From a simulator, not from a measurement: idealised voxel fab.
Process module in this document: voxel capacitor over wiring
Cross-section cut: width 235 nm, square cells of 5 nm.
Bands, listed from the top down, are how a cross-section gets written in this document; the cross-section itself is a grid of square cells, and a band is one or more rows of them.
It is stipulated that each band's entry specify, in nanometres, the height of the top of the band and then that of its bottom, followed by the materials of the band in left-to-right sequence, each together with its width in nanometres. A single material marked by the word "everywhere" is understood to fill the band from edge to edge; the word "empty" is understood to denote empty space.
Where do heights start? At 0: under that level the wafer as delivered is made of one material only. And the lowest band has no floor; it just carries on downward, as in "top 0, no bottom".
Graded width ("30..40"): value in top row of band = first number; value in bottom row = second number; row-to-row change constant.
When a step is marked "no modification", none of the cells in the cross-section changed during that step.
Under "Enclosed cavities" you'll find the enclosed gaps, the ones with no way out to the top, that are 8 cells or bigger; each reads width x height at distance, with distance counted from the left edge, everything in nm.
That trailing text on a step's line, after the settings, is the simulator's own remark on the step.
You can add "overlay nm" to a step's line. For a step with a mask, it describes how far the mask lay to the right of its planned position, and a negative number describes a lay to the left.
## List of planned process steps
- 1: RECEIVE, material Si
- 2: CONFORMAL_DEP, material SiO2, thk nm 10
- 3: DIRECTIONAL_DEP, material TiN, thk nm 5
- 4: DIRECTIONAL_DEP, material Ru, thk nm 25
- 5: MASKED_ETCH, tone cover, mask id METAL_1, width nm 30, pitch nm 95, etch materials Ru, depth nm 25, overlay nm 0
- 6: MASKED_ETCH, tone cover, mask id METAL_1, width nm 30, pitch nm 95, etch materials TiN, depth nm 5, overlay nm 0
- 7: CONFORMAL_DEP, material SiCN, thk nm 5
- 8: FILL_DEP, material SiO2, thk nm 5
- 9: CMP, height nm 40
- 10: CONFORMAL_DEP, material SiCN, thk nm 5
- 11: DIRECTIONAL_DEP, material SiO2, thk nm 20
- 12: PATTERN, tone open, mask id PLUG_1, material resist, width nm 15, thk nm 20, overlay nm 0
- 13: DIRECTIONAL_ETCH, etch materials SiO2, depth nm 20
- 14: DIRECTIONAL_ETCH, etch materials SiCN, depth nm 5
- 15: STRIP, etch materials resist
- 16: CONFORMAL_DEP, material TiN, thk nm 5
- 17: FILL_DEP, material W, thk nm 10
- 18: CMP, height nm 65
- 19: DIRECTIONAL_DEP, material TiN, thk nm 10
- 20: DIRECTIONAL_DEP, material Al2O3, thk nm 5
- 21: DIRECTIONAL_DEP, material TiN, thk nm 10
- 22: MASKED_ETCH, tone cover, mask id UPPER_PLATE, width nm 70, etch materials TiN, depth nm 10, overlay nm 0
- 23: MASKED_ETCH, tone cover, mask id UPPER_PLATE, width nm 70, etch materials Al2O3, depth nm 5, overlay nm 0
- 24: MASKED_ETCH, tone cover, mask id LOWER_PLATE, width nm 80, etch materials TiN, depth nm 10, overlay nm 0
- 25: FILL_DEP, material SiO2, thk nm 20
- 26: CMP, height nm 105
- 27: DIRECTIONAL_DEP, material aC, thk nm 10
- 28: PATTERN, tone open, mask id PLUG_2, material resist, width nm 15, thk nm 30, overlay nm 0
- 29: DIRECTIONAL_ETCH, etch materials aC, depth nm 10
- 30: STRIP, etch materials resist
- 31: DIRECTIONAL_ETCH, etch materials SiO2, depth nm 15
- 32: STRIP, etch materials aC
- 33: CONFORMAL_DEP, material TiN, thk nm 5
- 34: FILL_DEP, material Ru, thk nm 5
- 35: CMP, height nm 105
- 36: CONFORMAL_DEP, material SiCN, thk nm 5
## Run as planned: first of two wafers
## Cross-section of the wafer at receipt, which is the condition after step 1
- top 0, no bottom  Si everywhere
- Enclosed cavities: none
## Wafer xsec, post step 2
- top 10, bottom 0  SiO2 everywhere
- Note: structure below 0 unchanged.
## Wafer xsec, post step 3
- top 15, bottom 10  TiN everywhere
- Note: structure below 10 unchanged.
## Wafer xsec, post step 4
- top 40, bottom 15  Ru everywhere
- Note: structure below 15 unchanged.
## Wafer xsec, post step 5
- top 40, bottom 15  empty=55 / Ru=30 / empty=65 / Ru=30 / empty=55
- Note: structure below 15 unchanged.
## Wafer xsec, post step 6
- top 40, bottom 15  empty=55 / Ru=30 / empty=65 / Ru=30 / empty=55
- top 15, bottom 10  empty=55 / TiN=30 / empty=65 / TiN=30 / empty=55
- Note: structure below 10 unchanged.
## Wafer xsec, post step 7
- top 45, bottom 40  empty=50 / SiCN=40 / empty=55 / SiCN=40 / empty=50
- top 40, bottom 15  empty=50 / SiCN=5 / Ru=30 / SiCN=5 / empty=55 / SiCN=5 / Ru=30 / SiCN=5 / empty=50
- top 15, bottom 10  SiCN=55 / TiN=30 / SiCN=65 / TiN=30 / SiCN=55
- Note: structure below 10 unchanged.
## Wafer xsec, post step 8
- top 50, bottom 45  SiO2 everywhere
- top 45, bottom 40  SiO2=50 / SiCN=40 / SiO2=55 / SiCN=40 / SiO2=50
- top 40, bottom 15  SiO2=50 / SiCN=5 / Ru=30 / SiCN=5 / SiO2=55 / SiCN=5 / Ru=30 / SiCN=5 / SiO2=50
- Note: structure below 15 unchanged.
## Wafer xsec, post step 9
- top 40, bottom 15  SiO2=50 / SiCN=5 / Ru=30 / SiCN=5 / SiO2=55 / SiCN=5 / Ru=30 / SiCN=5 / SiO2=50
- Note: structure below 15 unchanged.
## Wafer xsec, post step 10
- top 45, bottom 40  SiCN everywhere
- Note: structure below 40 unchanged.
## Wafer xsec, post step 11
- top 65, bottom 45  SiO2 everywhere
- Note: structure below 45 unchanged.
## Wafer xsec, post step 12
- top 85, bottom 65  resist=70 / empty=15 / resist=150
- Note: structure below 65 unchanged.
## Wafer xsec, post step 13
- top 85, bottom 65  resist=70 / empty=15 / resist=150
- top 65, bottom 45  SiO2=70 / empty=15 / SiO2=150
- Note: structure below 45 unchanged.
## Wafer xsec, post step 14
- top 85, bottom 65  resist=70 / empty=15 / resist=150
- top 65, bottom 45  SiO2=70 / empty=15 / SiO2=150
- top 45, bottom 40  SiCN=70 / empty=15 / SiCN=150
- Note: structure below 40 unchanged.
## Wafer xsec, post step 15
- top 65, bottom 45  SiO2=70 / empty=15 / SiO2=150
- Note: structure below 45 unchanged.
## Wafer xsec, post step 16
- top 70, bottom 65  TiN=75 / empty=5 / TiN=155
- top 65, bottom 45  SiO2=70 / TiN=5 / empty=5 / TiN=5 / SiO2=150
- top 45, bottom 40  SiCN=70 / TiN=15 / SiCN=150
- Note: structure below 40 unchanged.
## Wafer xsec, post step 17
- top 80, bottom 70  W everywhere
- top 70, bottom 65  TiN=75 / W=5 / TiN=155
- top 65, bottom 45  SiO2=70 / TiN=5 / W=5 / TiN=5 / SiO2=150
- Note: structure below 45 unchanged.
## Wafer xsec, post step 18
- top 65, bottom 45  SiO2=70 / TiN=5 / W=5 / TiN=5 / SiO2=150
- Note: structure below 45 unchanged.
## Wafer xsec, post step 19
- top 75, bottom 65  TiN everywhere
- Note: structure below 65 unchanged.
## Wafer xsec, post step 20
- top 80, bottom 75  Al2O3 everywhere
- Note: structure below 75 unchanged.
## Wafer xsec, post step 21
- top 90, bottom 80  TiN everywhere
- Note: structure below 80 unchanged.
## Wafer xsec, post step 22
- top 90, bottom 80  empty=70 / TiN=70 / empty=95
- Note: structure below 80 unchanged.
## Wafer xsec, post step 23
- top 90, bottom 80  empty=70 / TiN=70 / empty=95
- top 80, bottom 75  empty=70 / Al2O3=70 / empty=95
- Note: structure below 75 unchanged.
## Wafer xsec, post step 24
- top 90, bottom 80  empty=70 / TiN=70 / empty=95
- top 80, bottom 75  empty=70 / Al2O3=70 / empty=95
- top 75, bottom 65  empty=65 / TiN=80 / empty=90
- Note: structure below 65 unchanged.
## Wafer xsec, post step 25
- top 110, bottom 90  SiO2 everywhere
- top 90, bottom 80  SiO2=70 / TiN=70 / SiO2=95
- top 80, bottom 75  SiO2=70 / Al2O3=70 / SiO2=95
- top 75, bottom 65  SiO2=65 / TiN=80 / SiO2=90
- Note: structure below 65 unchanged.
## Wafer xsec, post step 26
- top 105, bottom 90  SiO2 everywhere
- Note: structure below 90 unchanged.
## Wafer xsec, post step 27
- top 115, bottom 105  aC everywhere
- Note: structure below 105 unchanged.
## Wafer xsec, post step 28
- top 145, bottom 115  resist=80 / empty=15 / resist=140
- Note: structure below 115 unchanged.
## Wafer xsec, post step 29
- top 135, bottom 115  resist=80 / empty=15 / resist=140
- top 115, bottom 105  aC=80 / empty=15 / aC=140
- Note: structure below 105 unchanged.
## Wafer xsec, post step 30
- top 115, bottom 105  aC=80 / empty=15 / aC=140
- Note: structure below 105 unchanged.
## Wafer xsec, post step 31
- top 115, bottom 105  aC=80 / empty=15 / aC=140
- top 105, bottom 90  SiO2=80 / empty=15 / SiO2=140
- Note: structure below 90 unchanged.
## Wafer xsec, post step 32
- top 105, bottom 90  SiO2=80 / empty=15 / SiO2=140
- Note: structure below 90 unchanged.
## Wafer xsec, post step 33
- top 110, bottom 105  TiN=85 / empty=5 / TiN=145
- top 105, bottom 95  SiO2=80 / TiN=5 / empty=5 / TiN=5 / SiO2=140
- top 95, bottom 90  SiO2=80 / TiN=15 / SiO2=140
- Note: structure below 90 unchanged.
## Wafer xsec, post step 34
- top 115, bottom 110  Ru everywhere
- top 110, bottom 105  TiN=85 / Ru=5 / TiN=145
- top 105, bottom 95  SiO2=80 / TiN=5 / Ru=5 / TiN=5 / SiO2=140
- Note: structure below 95 unchanged.
## Wafer xsec, post step 35
- top 105, bottom 95  SiO2=80 / TiN=5 / Ru=5 / TiN=5 / SiO2=140
- Note: structure below 95 unchanged.
## Wafer xsec, post step 36
- top 110, bottom 105  SiCN everywhere
- Note: structure below 105 unchanged.
## Regarding the second of the two wafers: it shared the first wafer's starting condition and process plan, yet one error occurred during its execution. Its history coincides with that of the first wafer up to and including step 4
## Second wafer cross-section, taken as of the time the plan sets for step 5 to be done
- top 40, bottom 15  empty=60 / Ru=30 / empty=65 / Ru=30 / empty=50
- Note: structure below 15 unchanged.
## Second wafer cross-section, taken as of the time the plan sets for step 6 to be done
- top 40, bottom 15  empty=60 / Ru=30 / empty=65 / Ru=30 / empty=50
- top 15, bottom 10  empty=55 / TiN=35 / empty=60 / TiN=35 / empty=50
- Note: structure below 10 unchanged.
## Second wafer cross-section, taken as of the time the plan sets for step 7 to be done
- top 45, bottom 40  empty=55 / SiCN=40 / empty=55 / SiCN=40 / empty=45
- top 40, bottom 20  empty=55 / SiCN=5 / Ru=30 / SiCN=5 / empty=55 / SiCN=5 / Ru=30 / SiCN=5 / empty=45
- top 20, bottom 15  empty=50 / SiCN=10 / Ru=30 / SiCN=5 / empty=50 / SiCN=10 / Ru=30 / SiCN=5 / empty=45
- top 15, bottom 10  SiCN=55 / TiN=35 / SiCN=60 / TiN=35 / SiCN=50
- Note: structure below 10 unchanged.
## Second wafer cross-section, taken as of the time the plan sets for step 8 to be done
- top 50, bottom 45  SiO2 everywhere
- top 45, bottom 40  SiO2=55 / SiCN=40 / SiO2=55 / SiCN=40 / SiO2=45
- top 40, bottom 20  SiO2=55 / SiCN=5 / Ru=30 / SiCN=5 / SiO2=55 / SiCN=5 / Ru=30 / SiCN=5 / SiO2=45
- top 20, bottom 15  SiO2=50 / SiCN=10 / Ru=30 / SiCN=5 / SiO2=50 / SiCN=10 / Ru=30 / SiCN=5 / SiO2=45
- Note: structure below 15 unchanged.
## Second wafer cross-section, taken as of the time the plan sets for step 9 to be done
- top 40, bottom 20  SiO2=55 / SiCN=5 / Ru=30 / SiCN=5 / SiO2=55 / SiCN=5 / Ru=30 / SiCN=5 / SiO2=45
- Note: structure below 20 unchanged.
## Second wafer cross-section, taken as of the time the plan sets for step 10 to be done
- top 45, bottom 40  SiCN everywhere
- Note: structure below 40 unchanged.
## Second wafer cross-section, taken as of the time the plan sets for step 11 to be done
- top 65, bottom 45  SiO2 everywhere
- Note: structure below 45 unchanged.
## Second wafer cross-section, taken as of the time the plan sets for step 12 to be done
- top 85, bottom 65  resist=70 / empty=15 / resist=150
- Note: structure below 65 unchanged.
## Second wafer cross-section, taken as of the time the plan sets for step 13 to be done
- top 85, bottom 65  resist=70 / empty=15 / resist=150
- top 65, bottom 45  SiO2=70 / empty=15 / SiO2=150
- Note: structure below 45 unchanged.
## Second wafer cross-section, taken as of the time the plan sets for step 14 to be done
- top 85, bottom 65  resist=70 / empty=15 / resist=150
- top 65, bottom 45  SiO2=70 / empty=15 / SiO2=150
- top 45, bottom 40  SiCN=70 / empty=15 / SiCN=150
- Note: structure below 40 unchanged.
## Second wafer cross-section, taken as of the time the plan sets for step 15 to be done
- top 65, bottom 45  SiO2=70 / empty=15 / SiO2=150
- Note: structure below 45 unchanged.
## Second wafer cross-section, taken as of the time the plan sets for step 16 to be done
- top 70, bottom 65  TiN=75 / empty=5 / TiN=155
- top 65, bottom 45  SiO2=70 / TiN=5 / empty=5 / TiN=5 / SiO2=150
- top 45, bottom 40  SiCN=70 / TiN=15 / SiCN=150
- Note: structure below 40 unchanged.
## Second wafer cross-section, taken as of the time the plan sets for step 17 to be done
- top 80, bottom 70  W everywhere
- top 70, bottom 65  TiN=75 / W=5 / TiN=155
- top 65, bottom 45  SiO2=70 / TiN=5 / W=5 / TiN=5 / SiO2=150
- Note: structure below 45 unchanged.
## Second wafer cross-section, taken as of the time the plan sets for step 18 to be done
- top 65, bottom 45  SiO2=70 / TiN=5 / W=5 / TiN=5 / SiO2=150
- Note: structure below 45 unchanged.
## Second wafer cross-section, taken as of the time the plan sets for step 19 to be done
- top 75, bottom 65  TiN everywhere
- Note: structure below 65 unchanged.
## Second wafer cross-section, taken as of the time the plan sets for step 20 to be done
- top 80, bottom 75  Al2O3 everywhere
- Note: structure below 75 unchanged.
## Second wafer cross-section, taken as of the time the plan sets for step 21 to be done
- top 90, bottom 80  TiN everywhere
- Note: structure below 80 unchanged.
## Second wafer cross-section, taken as of the time the plan sets for step 22 to be done
- top 90, bottom 80  empty=70 / TiN=70 / empty=95
- Note: structure below 80 unchanged.
## Second wafer cross-section, taken as of the time the plan sets for step 23 to be done
- top 90, bottom 80  empty=70 / TiN=70 / empty=95
- top 80, bottom 75  empty=70 / Al2O3=70 / empty=95
- Note: structure below 75 unchanged.
## Second wafer cross-section, taken as of the time the plan sets for step 24 to be done
- top 90, bottom 80  empty=70 / TiN=70 / empty=95
- top 80, bottom 75  empty=70 / Al2O3=70 / empty=95
- top 75, bottom 65  empty=65 / TiN=80 / empty=90
- Note: structure below 65 unchanged.
## Second wafer cross-section, taken as of the time the plan sets for step 25 to be done
- top 110, bottom 90  SiO2 everywhere
- top 90, bottom 80  SiO2=70 / TiN=70 / SiO2=95
- top 80, bottom 75  SiO2=70 / Al2O3=70 / SiO2=95
- top 75, bottom 65  SiO2=65 / TiN=80 / SiO2=90
- Note: structure below 65 unchanged.
## Second wafer cross-section, taken as of the time the plan sets for step 26 to be done
- top 105, bottom 90  SiO2 everywhere
- Note: structure below 90 unchanged.
## Second wafer cross-section, taken as of the time the plan sets for step 27 to be done
- top 115, bottom 105  aC everywhere
- Note: structure below 105 unchanged.
## Second wafer cross-section, taken as of the time the plan sets for step 28 to be done
- top 145, bottom 115  resist=80 / empty=15 / resist=140
- Note: structure below 115 unchanged.
## Second wafer cross-section, taken as of the time the plan sets for step 29 to be done
- top 135, bottom 115  resist=80 / empty=15 / resist=140
- top 115, bottom 105  aC=80 / empty=15 / aC=140
- Note: structure below 105 unchanged.
## Second wafer cross-section, taken as of the time the plan sets for step 30 to be done
- top 115, bottom 105  aC=80 / empty=15 / aC=140
- Note: structure below 105 unchanged.
## Second wafer cross-section, taken as of the time the plan sets for step 31 to be done
- top 115, bottom 105  aC=80 / empty=15 / aC=140
- top 105, bottom 90  SiO2=80 / empty=15 / SiO2=140
- Note: structure below 90 unchanged.
## Second wafer cross-section, taken as of the time the plan sets for step 32 to be done
- top 105, bottom 90  SiO2=80 / empty=15 / SiO2=140
- Note: structure below 90 unchanged.
## Second wafer cross-section, taken as of the time the plan sets for step 33 to be done
- top 110, bottom 105  TiN=85 / empty=5 / TiN=145
- top 105, bottom 95  SiO2=80 / TiN=5 / empty=5 / TiN=5 / SiO2=140
- top 95, bottom 90  SiO2=80 / TiN=15 / SiO2=140
- Note: structure below 90 unchanged.
## Second wafer cross-section, taken as of the time the plan sets for step 34 to be done
- top 115, bottom 110  Ru everywhere
- top 110, bottom 105  TiN=85 / Ru=5 / TiN=145
- top 105, bottom 95  SiO2=80 / TiN=5 / Ru=5 / TiN=5 / SiO2=140
- Note: structure below 95 unchanged.
## Second wafer cross-section, taken as of the time the plan sets for step 35 to be done
- top 105, bottom 95  SiO2=80 / TiN=5 / Ru=5 / TiN=5 / SiO2=140
- Note: structure below 95 unchanged.
## Second wafer cross-section, taken as of the time the plan sets for step 36 to be done
- top 110, bottom 105  SiCN everywhere
- Note: structure below 105 unchanged.
Deviation noted in wafer processing: not per plan at step 5, really ran MASKED_ETCH, tone cover, mask id METAL_1, width nm 30, pitch nm 95, etch materials Ru, depth nm 25, overlay nm 5
Materials where the second wafer ends with more or fewer cells than the first: SiO2: 2 fewer; TiN: 2 more
